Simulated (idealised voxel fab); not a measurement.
process module | voxel capacitor over wiring
cross-section cut | 265 nm wide | cells 5 nm
A cross-section is a grid of square cells, given in bands from the top down. A band is one or more rows of cells.
Each band's line starts with the height of the band's top and of its bottom, in nm. Then come its materials from left to right, each with its width in nm. One material with "throughout" fills the band from edge to edge. "air" is empty space.
Height 0 is the level under which the wafer as received is all one material. The lowest band goes on downwards, as in "0 down".
A width such as "30 to 40" changes by the same amount from each row of cells to the next, from the band's top row to its bottom row.
"no change" after a step means that no cell of the cross-section changed.
closed voids: empty space of 8 cells or more with no open way to the top, each as width x height at its distance from the left edge, in nm
after a step's settings: what the simulator itself notes on the step
overlay nm, on a step with a mask: how far to the right of its planned place the mask lay; to the left if negative
Each pair below shows a cross-section before one step and the cross-section after it, down to the lowest band that changed. The line under each pair gives the step between them, with its settings. The pairs can come from different runs of this module on the same starting wafer, so a pair continues from the pair above only where its "before" says so.
before
  65 to 45: SiO2 throughout
  45 to 40: SiCN throughout
  40 to 15: SiO2 80 | SiCN 5 | W 15 | SiCN 5 | SiO2 55 | SiCN 5 | W 15 | SiCN 5 | SiO2 80
  15 to 10: SiCN 85 | TiN 15 | SiCN 65 | TiN 15 | SiCN 85
  10 to 0: SiO2 throughout
  0 down: Si throughout
  closed voids: none
after
  85 to 65: resist 85 | air 15 | resist 165
  below 65: unchanged
  closed voids: none
the step between: op PATTERN | tone open | mask id PLUG_1 | material resist | width nm 15 | thk nm 20 | overlay nm 0
before: the cross-section after the pair above
after
  85 to 65: resist 85 | air 15 | resist 165
  65 to 45: SiO2 85 | air 15 | SiO2 165
  below 45: unchanged
  closed voids: none
the step between: op DIRECTIONAL_ETCH | etch materials SiO2 | depth nm 20
before: the cross-section after the pair above
after
  85 to 65: resist 85 | air 15 | resist 165
  65 to 45: SiO2 85 | air 15 | SiO2 165
  45 to 40: SiCN 85 | air 15 | SiCN 165
  below 40: unchanged
  closed voids: none
the step between: op DIRECTIONAL_ETCH | etch materials SiCN | depth nm 5
before: the cross-section after the pair above
after
  65 to 45: SiO2 85 | air 15 | SiO2 165
  below 45: unchanged
  closed voids: none
the step between: op STRIP | etch materials resist
before: the cross-section after the pair above
after
  65 to 50: SiO2 85 | air 15 | SiO2 165
  50 to 45: SiO2 85 | Ru 15 | SiO2 165
  45 to 40: SiCN 85 | Ru 15 | SiCN 165
  below 40: unchanged
  closed voids: none
the step between: op EPI | material Ru | thk nm 10
before: the cross-section after the pair above
after
  65 to 60: SiO2 85 | air 15 | SiO2 165
  60 to 45: SiO2 85 | Ru 15 | SiO2 165
  below 45: unchanged
  closed voids: none
the step between: op EPI | material Ru | thk nm 10
before: the cross-section after the pair above
after
  65 to 45: SiO2 85 | Ru 15 | SiO2 165
  below 45: unchanged
  closed voids: none
the step between: op EPI | material Ru | thk nm 5
before: the cross-section after the pair above
after
  75 to 65: TiN throughout
  below 65: unchanged
  closed voids: none
the step between: op DIRECTIONAL_DEP | material TiN | thk nm 10
before: the cross-section after the pair above
after
  80 to 75: Al2O3 throughout
  below 75: unchanged
  closed voids: none
the step between: op DIRECTIONAL_DEP | material Al2O3 | thk nm 5
before: the cross-section after the pair above
after
  90 to 80: TiN throughout
  below 80: unchanged
  closed voids: none
the step between: op DIRECTIONAL_DEP | material TiN | thk nm 10
before: the cross-section after the pair above
after
  90 to 80: air 85 | TiN 65 | air 115
  below 80: unchanged
  closed voids: none
the step between: op MASKED_ETCH | tone cover | mask id UPPER_PLATE | width nm 65 | etch materials TiN | depth nm 10 | overlay nm 0
before: the cross-section after the pair above
after
  90 to 80: air 85 | TiN 65 | air 115
  80 to 75: air 85 | Al2O3 65 | air 115
  below 75: unchanged
  closed voids: none
the step between: op MASKED_ETCH | tone cover | mask id UPPER_PLATE | width nm 65 | etch materials Al2O3 | depth nm 5 | overlay nm 0
before: the cross-section after the pair above
after
  110 to 90: air 80 | resist 75 | air 110
  90 to 80: air 80 | resist 5 | TiN 65 | resist 5 | air 110
  80 to 75: air 80 | resist 5 | Al2O3 65 | resist 5 | air 110
  below 75: unchanged
  closed voids: none
the step between: op PATTERN | tone cover | mask id LOWER_PLATE | material resist | width nm 75 | thk nm 20 | overlay nm 0
before: the cross-section after the pair above
after
  110 to 90: air 80 | resist 75 | air 110
  90 to 80: air 80 | resist 5 | TiN 65 | resist 5 | air 110
  80 to 75: air 80 | resist 5 | Al2O3 65 | resist 5 | air 110
  75 to 65: air 80 | TiN 75 | air 110
  below 65: unchanged
  closed voids: none
the step between: op DIRECTIONAL_ETCH | etch materials TiN | depth nm 10
before: the cross-section after the pair above
after
  90 to 80: air 85 | TiN 65 | air 115
  80 to 75: air 85 | Al2O3 65 | air 115
  below 75: unchanged
  closed voids: none
the step between: op STRIP | etch materials resist
before: the cross-section after the pair above
after
  110 to 90: SiO2 throughout
  90 to 80: SiO2 85 | TiN 65 | SiO2 115
  80 to 75: SiO2 85 | Al2O3 65 | SiO2 115
  75 to 65: SiO2 80 | TiN 75 | SiO2 110
  below 65: unchanged
  closed voids: none
the step between: op FILL_DEP | material SiO2 | thk nm 20
before: the cross-section after the pair above
after
  105 to 90: SiO2 throughout
  below 90: unchanged
  closed voids: none
the step between: op CMP | height nm 105
before: the cross-section after the pair above
after
  105 to 90: SiO2 95 | air 15 | SiO2 155
  below 90: unchanged
  closed voids: none
the step between: op MASKED_ETCH | tone open | mask id PLUG_2 | width nm 15 | etch materials SiO2 | depth nm 15 | overlay nm 0
before: the cross-section after the pair above
after
  110 to 105: TiN 100 | air 5 | TiN 160
  105 to 95: SiO2 95 | TiN 5 | air 5 | TiN 5 | SiO2 155
  95 to 90: SiO2 95 | TiN 15 | SiO2 155
  below 90: unchanged
  closed voids: none
the step between: op CONFORMAL_DEP | material TiN | thk nm 5
before: the cross-section after the pair above
after
  120 to 110: Ru throughout
  110 to 105: TiN 100 | Ru 5 | TiN 160
  105 to 95: SiO2 95 | TiN 5 | Ru 5 | TiN 5 | SiO2 155
  below 95: unchanged
  closed voids: none
the step between: op FILL_DEP | material Ru | thk nm 10
before: the cross-section after the pair above
after
  105 to 95: SiO2 95 | TiN 5 | Ru 5 | TiN 5 | SiO2 155
  below 95: unchanged
  closed voids: none
the step between: op CMP | height nm 105
before: the cross-section after the pair above
after
  110 to 105: SiN throughout
  below 105: unchanged
  closed voids: none
the step between: op CONFORMAL_DEP | material SiN | thk nm 5
before
  90 to 80: TiN throughout
  80 to 75: Al2O3 throughout
  75 to 65: TiN throughout
  65 to 45: SiO2 85 | Ru 15 | SiO2 165
  45 to 40: SiCN 85 | Ru 15 | SiCN 165
  40 to 15: SiO2 75 | SiCN 5 | W 20 | SiCN 5 | SiO2 50 | SiCN 5 | W 20 | SiCN 5 | SiO2 80
  15 to 10: SiCN 80 | TiN 20 | SiCN 60 | TiN 20 | SiCN 85
  10 to 0: SiO2 throughout
  0 down: Si throughout
  closed voids: none
after
  90 to 80: air 95 | TiN 65 | air 105
  below 80: unchanged
  closed voids: none
the step between: op MASKED_ETCH | tone cover | mask id UPPER_PLATE | width nm 65 | etch materials TiN | depth nm 10 | overlay nm 10
before: the cross-section after the pair above
after
  90 to 80: air 95 | TiN 65 | air 105
  80 to 75: air 85 | Al2O3 75 | air 105
  below 75: unchanged
  closed voids: none
the step between: op MASKED_ETCH | tone cover | mask id UPPER_PLATE | width nm 65 | etch materials Al2O3 | depth nm 5 | overlay nm 0
before: the cross-section after the pair above
after
  110 to 90: air 80 | resist 75 | air 110
  90 to 80: air 80 | resist 15 | TiN 65 | air 105
  80 to 75: air 80 | resist 5 | Al2O3 75 | air 105
  below 75: unchanged
  closed voids: none
the step between: op PATTERN | tone cover | mask id LOWER_PLATE | material resist | width nm 75 | thk nm 20 | overlay nm 0
before: the cross-section after the pair above
after
  110 to 90: air 80 | resist 75 | air 110
  90 to 80: air 80 | resist 15 | TiN 60 | air 110
  80 to 75: air 80 | resist 5 | Al2O3 75 | air 105
  75 to 65: air 80 | TiN 80 | air 105
  below 65: unchanged
  closed voids: none
the step between: op DIRECTIONAL_ETCH | etch materials TiN | depth nm 10
before: the cross-section after the pair above
after
  90 to 80: air 95 | TiN 60 | air 110
  80 to 75: air 85 | Al2O3 75 | air 105
  below 75: unchanged
  closed voids: none
the step between: op STRIP | etch materials resist
before: the cross-section after the pair above
after
  110 to 90: SiO2 throughout
  90 to 80: SiO2 95 | TiN 60 | SiO2 110
  80 to 75: SiO2 85 | Al2O3 75 | SiO2 105
  75 to 65: SiO2 80 | TiN 80 | SiO2 105
  below 65: unchanged
  closed voids: none
the step between: op FILL_DEP | material SiO2 | thk nm 20
before: the cross-section after the pair above
after
  105 to 90: SiO2 throughout
  below 90: unchanged
  closed voids: none
the step between: op CMP | height nm 105
before: the cross-section after the pair above
after
  105 to 90: SiO2 95 | air 15 | SiO2 155
  below 90: unchanged
  closed voids: none
the step between: op MASKED_ETCH | tone open | mask id PLUG_2 | width nm 15 | etch materials SiO2 | depth nm 15 | overlay nm 0
before: the cross-section after the pair above
after
  110 to 105: TiN 100 | air 5 | TiN 160
  105 to 95: SiO2 95 | TiN 5 | air 5 | TiN 5 | SiO2 155
  95 to 90: SiO2 95 | TiN 15 | SiO2 155
  below 90: unchanged
  closed voids: none
the step between: op CONFORMAL_DEP | material TiN | thk nm 5
before: the cross-section after the pair above
after
  120 to 110: Ru throughout
  110 to 105: TiN 100 | Ru 5 | TiN 160
  105 to 95: SiO2 95 | TiN 5 | Ru 5 | TiN 5 | SiO2 155
  below 95: unchanged
  closed voids: none
the step between: op FILL_DEP | material Ru | thk nm 10
before: the cross-section after the pair above
after
  105 to 95: SiO2 95 | TiN 5 | Ru 5 | TiN 5 | SiO2 155
  below 95: unchanged
  closed voids: none
the step between: op CMP | height nm 105
before: the cross-section after the pair above
after
  110 to 105: SiN throughout
  below 105: unchanged
  closed voids: none
the step between: op CONFORMAL_DEP | material SiN | thk nm 5
before
  45 to 40: SiCN throughout
  40 to 15: SiO2 75 | SiCN 5 | W 20 | SiCN 5 | SiO2 50 | SiCN 5 | W 20 | SiCN 5 | SiO2 80
  15 to 10: SiCN 80 | TiN 20 | SiCN 60 | TiN 20 | SiCN 85
  10 to 0: SiO2 throughout
  0 down: Si throughout
  closed voids: none
after
  65 to 40: SiCN throughout
  below 40: unchanged
  closed voids: none
the step between: op DIRECTIONAL_DEP | material SiCN | thk nm 20
before: the cross-section after the pair above
after
  85 to 65: resist 85 | air 15 | resist 165
  below 65: unchanged
  closed voids: none
the step between: op PATTERN | tone open | mask id PLUG_1 | material resist | width nm 15 | thk nm 20 | overlay nm 0
before: the cross-section after the pair above
after
  85 to 65: resist 85 | air 15 | resist 165
  65 to 60: SiCN 85 | air 15 | SiCN 165
  below 60: unchanged
  closed voids: none
the step between: op DIRECTIONAL_ETCH | etch materials SiCN | depth nm 5
before: the cross-section after the pair above
after
  65 to 60: SiCN 85 | air 15 | SiCN 165
  below 60: unchanged
  closed voids: none
the step between: op STRIP | etch materials resist
before: the cross-section after the pair above
after
  75 to 70: TiN 85 | air 15 | TiN 165
  70 to 65: TiN throughout
  65 to 60: SiCN 85 | TiN 15 | SiCN 165
  below 60: unchanged
  closed voids: none
the step between: op DIRECTIONAL_DEP | material TiN | thk nm 10
before: the cross-section after the pair above
after
  80 to 75: Al2O3 85 | air 15 | Al2O3 165
  75 to 70: TiN 85 | Al2O3 15 | TiN 165
  below 70: unchanged
  closed voids: none
the step between: op DIRECTIONAL_DEP | material Al2O3 | thk nm 5
before: the cross-section after the pair above
after
  90 to 85: TiN 85 | air 15 | TiN 165
  85 to 80: TiN throughout
  80 to 75: Al2O3 85 | TiN 15 | Al2O3 165
  below 75: unchanged
  closed voids: none
the step between: op DIRECTIONAL_DEP | material TiN | thk nm 10
before: the cross-section after the pair above
after
  90 to 80: air 100 to 85 | TiN 50 to 65 | air 115
  below 80: unchanged
  closed voids: none
the step between: op MASKED_ETCH | tone cover | mask id UPPER_PLATE | width nm 65 | etch materials TiN | depth nm 10 | overlay nm 0
before: the cross-section after the pair above
after
  90 to 80: air 100 to 85 | TiN 50 to 65 | air 115
  80 to 75: air 85 | TiN 15 | Al2O3 50 | air 115
  below 75: unchanged
  closed voids: none
the step between: op MASKED_ETCH | tone cover | mask id UPPER_PLATE | width nm 65 | etch materials Al2O3 | depth nm 5 | overlay nm 0
before: the cross-section after the pair above
after
  110 to 90: air 80 | resist 75 | air 110
  90 to 80: air 80 | resist 20 to 5 | TiN 50 to 65 | resist 5 | air 110
  80 to 75: air 80 | resist 5 | TiN 15 | Al2O3 50 | resist 5 | air 110
  below 75: unchanged
  closed voids: none
the step between: op PATTERN | tone cover | mask id LOWER_PLATE | material resist | width nm 75 | thk nm 20 | overlay nm 0
before: the cross-section after the pair above
after
  110 to 90: air 80 | resist 75 | air 110
  90 to 80: air 80 | resist 20 to 5 | TiN 50 to 65 | resist 5 | air 110
  80 to 75: air 80 | resist 5 | TiN 15 | Al2O3 50 | resist 5 | air 110
  75 to 70: air 80 | TiN 5 | Al2O3 15 | TiN 55 | air 110
  70 to 65: air 80 | TiN 75 | air 110
  below 65: unchanged
  closed voids: none
the step between: op DIRECTIONAL_ETCH | etch materials TiN | depth nm 10
before: the cross-section after the pair above
after
  90 to 80: air 100 to 85 | TiN 50 to 65 | air 115
  80 to 75: air 85 | TiN 15 | Al2O3 50 | air 115
  below 75: unchanged
  closed voids: none
the step between: op STRIP | etch materials resist
before: the cross-section after the pair above
after
  110 to 90: SiO2 throughout
  90 to 80: SiO2 100 to 85 | TiN 50 to 65 | SiO2 115
  80 to 75: SiO2 85 | TiN 15 | Al2O3 50 | SiO2 115
  75 to 70: SiO2 80 | TiN 5 | Al2O3 15 | TiN 55 | SiO2 110
  70 to 65: SiO2 80 | TiN 75 | SiO2 110
  below 65: unchanged
  closed voids: none
the step between: op FILL_DEP | material SiO2 | thk nm 20
before: the cross-section after the pair above
after
  105 to 90: SiO2 throughout
  below 90: unchanged
  closed voids: none
the step between: op CMP | height nm 105
before: the cross-section after the pair above
after
  105 to 90: SiO2 95 | air 15 | SiO2 155
  below 90: unchanged
  closed voids: none
the step between: op MASKED_ETCH | tone open | mask id PLUG_2 | width nm 15 | etch materials SiO2 | depth nm 15 | overlay nm 0
before: the cross-section after the pair above
after
  110 to 105: TiN 100 | air 5 | TiN 160
  105 to 95: SiO2 95 | TiN 5 | air 5 | TiN 5 | SiO2 155
  95 to 85: SiO2 95 to 100 | TiN 15 to 50 | SiO2 155 to 115
  below 85: unchanged
  closed voids: none
the step between: op CONFORMAL_DEP | material TiN | thk nm 5
before: the cross-section after the pair above
after
  120 to 110: Ru throughout
  110 to 105: TiN 100 | Ru 5 | TiN 160
  105 to 95: SiO2 95 | TiN 5 | Ru 5 | TiN 5 | SiO2 155
  below 95: unchanged
  closed voids: none
the step between: op FILL_DEP | material Ru | thk nm 10
before: the cross-section after the pair above
after
  105 to 95: SiO2 95 | TiN 5 | Ru 5 | TiN 5 | SiO2 155
  below 95: unchanged
  closed voids: none
the step between: op CMP | height nm 105
before: the cross-section after the pair above
after
  110 to 105: SiN throughout
  below 105: unchanged
  closed voids: none
the step between: op CONFORMAL_DEP | material SiN | thk nm 5
before
  90 to 80: TiN throughout
  80 to 75: Al2O3 throughout
  75 to 65: TiN throughout
  65 to 45: SiO2 85 | Ru 15 | SiO2 165
  45 to 40: SiCN 85 | Ru 15 | SiCN 165
  40 to 15: SiO2 75 | SiCN 5 | W 20 | SiCN 5 | SiO2 50 | SiCN 5 | W 20 | SiCN 5 | SiO2 80
  15 to 10: SiCN 80 | TiN 20 | SiCN 60 | TiN 20 | SiCN 85
  10 to 0: SiO2 throughout
  0 down: Si throughout
  closed voids: none
after
  90 to 80: TiN 85 | air 65 | TiN 115
  below 80: unchanged
  closed voids: none
the step between: op MASKED_ETCH | tone open | mask id UPPER_PLATE | width nm 65 | etch materials TiN | depth nm 10 | overlay nm 0
before: the cross-section after the pair above
after
  110 to 90: air 80 | resist 75 | air 110
  90 to 80: TiN 85 | resist 65 | TiN 115
  below 80: unchanged
  closed voids: none
the step between: op PATTERN | tone cover | mask id LOWER_PLATE | material resist | width nm 75 | thk nm 20 | overlay nm 0
before: the cross-section after the pair above
after
  110 to 90: air 80 | resist 75 | air 110
  90 to 80: air 80 | TiN 5 | resist 65 | TiN 5 | air 110
  below 80: unchanged
  closed voids: none
the step between: op DIRECTIONAL_ETCH | etch materials TiN | depth nm 10
before: the cross-section after the pair above
after
  90 to 80: air 80 | TiN 5 | air 65 | TiN 5 | air 110
  below 80: unchanged
  closed voids: none
the step between: op STRIP | etch materials resist
before: the cross-section after the pair above
after
  110 to 90: SiO2 throughout
  90 to 80: SiO2 80 | TiN 5 | SiO2 65 | TiN 5 | SiO2 110
  below 80: unchanged
  closed voids: none
the step between: op FILL_DEP | material SiO2 | thk nm 20
before: the cross-section after the pair above
after
  105 to 90: SiO2 throughout
  below 90: unchanged
  closed voids: none
the step between: op CMP | height nm 105
before: the cross-section after the pair above
after
  105 to 90: SiO2 95 | air 15 | SiO2 155
  below 90: unchanged
  closed voids: none
the step between: op MASKED_ETCH | tone open | mask id PLUG_2 | width nm 15 | etch materials SiO2 | depth nm 15 | overlay nm 0
before: the cross-section after the pair above
after
  110 to 105: TiN 100 | air 5 | TiN 160
  105 to 95: SiO2 95 | TiN 5 | air 5 | TiN 5 | SiO2 155
  95 to 90: SiO2 95 | TiN 15 | SiO2 155
  below 90: unchanged
  closed voids: none
the step between: op CONFORMAL_DEP | material TiN | thk nm 5
before: the cross-section after the pair above
after
  120 to 110: Ru throughout
  110 to 105: TiN 100 | Ru 5 | TiN 160
  105 to 95: SiO2 95 | TiN 5 | Ru 5 | TiN 5 | SiO2 155
  below 95: unchanged
  closed voids: none
the step between: op FILL_DEP | material Ru | thk nm 10
before: the cross-section after the pair above
after
  105 to 95: SiO2 95 | TiN 5 | Ru 5 | TiN 5 | SiO2 155
  below 95: unchanged
  closed voids: none
the step between: op CMP | height nm 105
before: the cross-section after the pair above
after
  110 to 105: SiN throughout
  below 105: unchanged
  closed voids: none
the step between: op CONFORMAL_DEP | material SiN | thk nm 5
